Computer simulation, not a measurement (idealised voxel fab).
The document below concerns the process module designated voxel air gaps.
Section shown: cut. Width: 210 nm. Cell size: 5 nm, square.
Each cross-section below is a grid of square cells, stated as bands in top-down order, with one or more rows of cells making up each band.
Band: top height; bottom height; in nm. Then, left to right: material with width in nm, for each material. "throughout": a single material spanning edge to edge. "empty": empty space.
Counting heights begins at 0, where everything beneath is, in the wafer as received, one material. The lowest band has no bottom; it goes on downwards, as "z 0 and below" shows.
With a width like "30->40", each row of cells in the band differs from the next by the same amount, the top row carrying the first number and the bottom row the second.
"nothing was modified" after a step means that no cell of the cross-section changed.
Entry "Enclosed cavities" = empty spaces >= 8 cells with no open way to the top; each as width x height at distance, distance from left edge, all nm.
Anything after a step's settings on that line? It's the simulator's own note about the step.
Steps that use a mask can have "overlay nm" on their line. It says how far the mask sat to the right of where it was meant to be. Negative means to the left.
Pairs from here to the end. Each: cross-section before one process step, cross-section after it, the latter only as far down as the lowest band that changed. Under each: the step between, and its settings. Mind that the pairs may be taken from different runs of this module on the same starting wafer; whether a pair continues from the pair above depends on its entry headed "Cross-section, before", and it does only where that entry says so.

[Cross-section, before]
  z 55 to 50 = 25 TiN / 10 empty / 40 TiN / 10 empty / 40 TiN / 10 empty / 40 TiN / 10 empty / 25 TiN
  z 50 to 20 = 20 lowk / 5 TiN / 10 empty / 5 TiN / 30 lowk / 5 TiN / 10 empty / 5 TiN / 30 lowk / 5 TiN / 10 empty / 5 TiN / 30 lowk / 5 TiN / 10 empty / 5 TiN / 20 lowk
  z 20 to 15 = 20 lowk / 20 TiN / 30 lowk / 20 TiN / 30 lowk / 20 TiN / 30 lowk / 20 TiN / 20 lowk
  z 15 to 10 = Ru throughout
  z 10 to 0 = SiO2 throughout
  z 0 and below = Si throughout
  Enclosed cavities: none

[Post-Step Snapshot]
  z 60 to 55 = W throughout
  z 55 to 50 = 25 TiN / 10 W / 40 TiN / 10 W / 40 TiN / 10 W / 40 TiN / 10 W / 25 TiN
  z 50 to 20 = 20 lowk / 5 TiN / 10 W / 5 TiN / 30 lowk / 5 TiN / 10 W / 5 TiN / 30 lowk / 5 TiN / 10 W / 5 TiN / 30 lowk / 5 TiN / 10 W / 5 TiN / 20 lowk
  Under the height 20 nothing was changed.
  Enclosed cavities: none
Step, before to after (see cross-sections above): FILL_DEP (material W; thk nm 5)

Cross-section, before: identical to the post-step cross-section of the immediately preceding pair.

[Post-Step Snapshot]
  z 50 to 20 = 20 lowk / 5 TiN / 10 W / 5 TiN / 30 lowk / 5 TiN / 10 W / 5 TiN / 30 lowk / 5 TiN / 10 W / 5 TiN / 30 lowk / 5 TiN / 10 W / 5 TiN / 20 lowk
  Under the height 20 nothing was changed.
  Enclosed cavities: none
Step, before to after (see cross-sections above): CMP (height nm 50)

Cross-section, before: identical to the post-step cross-section of the immediately preceding pair.

[Post-Step Snapshot]
  z 60 to 50 = 10 empty / 40 Ru / 10 empty / 40 Ru / 10 empty / 40 Ru / 10 empty / 40 Ru / 10 empty
  Under the height 50 nothing was changed.
  Enclosed cavities: none
Step, before to after (see cross-sections above): EPI (material Ru; thk nm 10)

Cross-section, before: identical to the post-step cross-section of the immediately preceding pair.

[Post-Step Snapshot]
  z 60 to 50 = 10 empty / 40 Ru / 10 empty / 40 Ru / 10 empty / 40 Ru / 10 empty / 40 Ru / 10 empty
  z 50 to 20 = 20 empty / 5 TiN / 10 W / 5 TiN / 30 empty / 5 TiN / 10 W / 5 TiN / 30 empty / 5 TiN / 10 W / 5 TiN / 30 empty / 5 TiN / 10 W / 5 TiN / 20 empty
  z 20 to 15 = 20 empty / 20 TiN / 30 empty / 20 TiN / 30 empty / 20 TiN / 30 empty / 20 TiN / 20 empty
  Under the height 15 nothing was changed.
  Enclosed cavities: none
Step, before to after (see cross-sections above): SELECTIVE_ETCH (etch materials lowk; depth nm 45)

Cross-section, before: identical to the post-step cross-section of the immediately preceding pair.

[Post-Step Snapshot]
  z 65 to 60 = 5 empty / 200 SiCN / 5 empty
  z 60 to 50 = 5 empty / 5 SiCN / 40 Ru / 10 SiCN / 40 Ru / 10 SiCN / 40 Ru / 10 SiCN / 40 Ru / 5 SiCN / 5 empty
  z 50 to 45 = 5 empty / 15 SiCN / 5 TiN / 10 W / 5 TiN / 30 SiCN / 5 TiN / 10 W / 5 TiN / 30 SiCN / 5 TiN / 10 W / 5 TiN / 30 SiCN / 5 TiN / 10 W / 5 TiN / 15 SiCN / 5 empty
  z 45 to 20 = 15 empty / 5 SiCN / 5 TiN / 10 W / 5 TiN / 5 SiCN / 20 empty / 5 SiCN / 5 TiN / 10 W / 5 TiN / 5 SiCN / 20 empty / 5 SiCN / 5 TiN / 10 W / 5 TiN / 5 SiCN / 20 empty / 5 SiCN / 5 TiN / 10 W / 5 TiN / 5 SiCN / 15 empty
  z 20 to 15 = 20 SiCN / 20 TiN / 30 SiCN / 20 TiN / 30 SiCN / 20 TiN / 30 SiCN / 20 TiN / 20 SiCN
  Under the height 15 nothing was changed.
  Enclosed cavities: 20 x 25 at 45; 20 x 25 at 95; 20 x 25 at 145
Step, before to after (see cross-sections above): CONFORMAL_DEP (material SiCN; thk nm 5)

[Cross-section, before]
  z 50 to 15 = lowk throughout
  z 15 to 10 = SiCN throughout
  z 10 to 0 = SiO2 throughout
  z 0 and below = Si throughout
  Enclosed cavities: none

[Post-Step Snapshot]
  z 50 to 15 = 20 empty / 20 lowk / 30 empty / 20 lowk / 30 empty / 20 lowk / 30 empty / 20 lowk / 20 empty
  Under the height 15 nothing was changed.
  Enclosed cavities: none
Step, before to after (see cross-sections above): MASKED_ETCH (tone cover; mask id LINES; width nm 20; pitch nm 50; etch materials lowk; depth nm 35; overlay nm 0)

Cross-section, before: identical to the post-step cross-section of the immediately preceding pair.

[Post-Step Snapshot]
  z 55 to 50 = 15 empty / 30 TiN / 20 empty / 30 TiN / 20 empty / 30 TiN / 20 empty / 30 TiN / 15 empty
  z 50 to 20 = 15 empty / 5 TiN / 20 lowk / 5 TiN / 20 empty / 5 TiN / 20 lowk / 5 TiN / 20 empty / 5 TiN / 20 lowk / 5 TiN / 20 empty / 5 TiN / 20 lowk / 5 TiN / 15 empty
  z 20 to 15 = 20 TiN / 20 lowk / 30 TiN / 20 lowk / 30 TiN / 20 lowk / 30 TiN / 20 lowk / 20 TiN
  Under the height 15 nothing was changed.
  Enclosed cavities: none
Step, before to after (see cross-sections above): CONFORMAL_DEP (material TiN; thk nm 5)

Cross-section, before: identical to the post-step cross-section of the immediately preceding pair.

[Post-Step Snapshot]
  z 60 to 55 = W throughout
  z 55 to 50 = 15 W / 30 TiN / 20 W / 30 TiN / 20 W / 30 TiN / 20 W / 30 TiN / 15 W
  z 50 to 20 = 15 W / 5 TiN / 20 lowk / 5 TiN / 20 W / 5 TiN / 20 lowk / 5 TiN / 20 W / 5 TiN / 20 lowk / 5 TiN / 20 W / 5 TiN / 20 lowk / 5 TiN / 15 W
  Under the height 20 nothing was changed.
  Enclosed cavities: none
Step, before to after (see cross-sections above): FILL_DEP (material W; thk nm 5)

Cross-section, before: identical to the post-step cross-section of the immediately preceding pair.

[Post-Step Snapshot]
  z 50 to 20 = 15 W / 5 TiN / 20 lowk / 5 TiN / 20 W / 5 TiN / 20 lowk / 5 TiN / 20 W / 5 TiN / 20 lowk / 5 TiN / 20 W / 5 TiN / 20 lowk / 5 TiN / 15 W
  Under the height 20 nothing was changed.
  Enclosed cavities: none
Step, before to after (see cross-sections above): CMP (height nm 50)

Cross-section, before: identical to the post-step cross-section of the immediately preceding pair.

[Post-Step Snapshot]
  z 60 to 50 = Ru throughout
  Under the height 50 nothing was changed.
  Enclosed cavities: none
Step, before to after (see cross-sections above): EPI (material Ru; thk nm 10)

Cross-section, before: identical to the post-step cross-section of the immediately preceding pair.

[Post-Step Snapshot]
  z 65 to 60 = SiCN throughout
  Under the height 60 nothing was changed.
  Enclosed cavities: none
Step, before to after (see cross-sections above): CONFORMAL_DEP (material SiCN; thk nm 5)
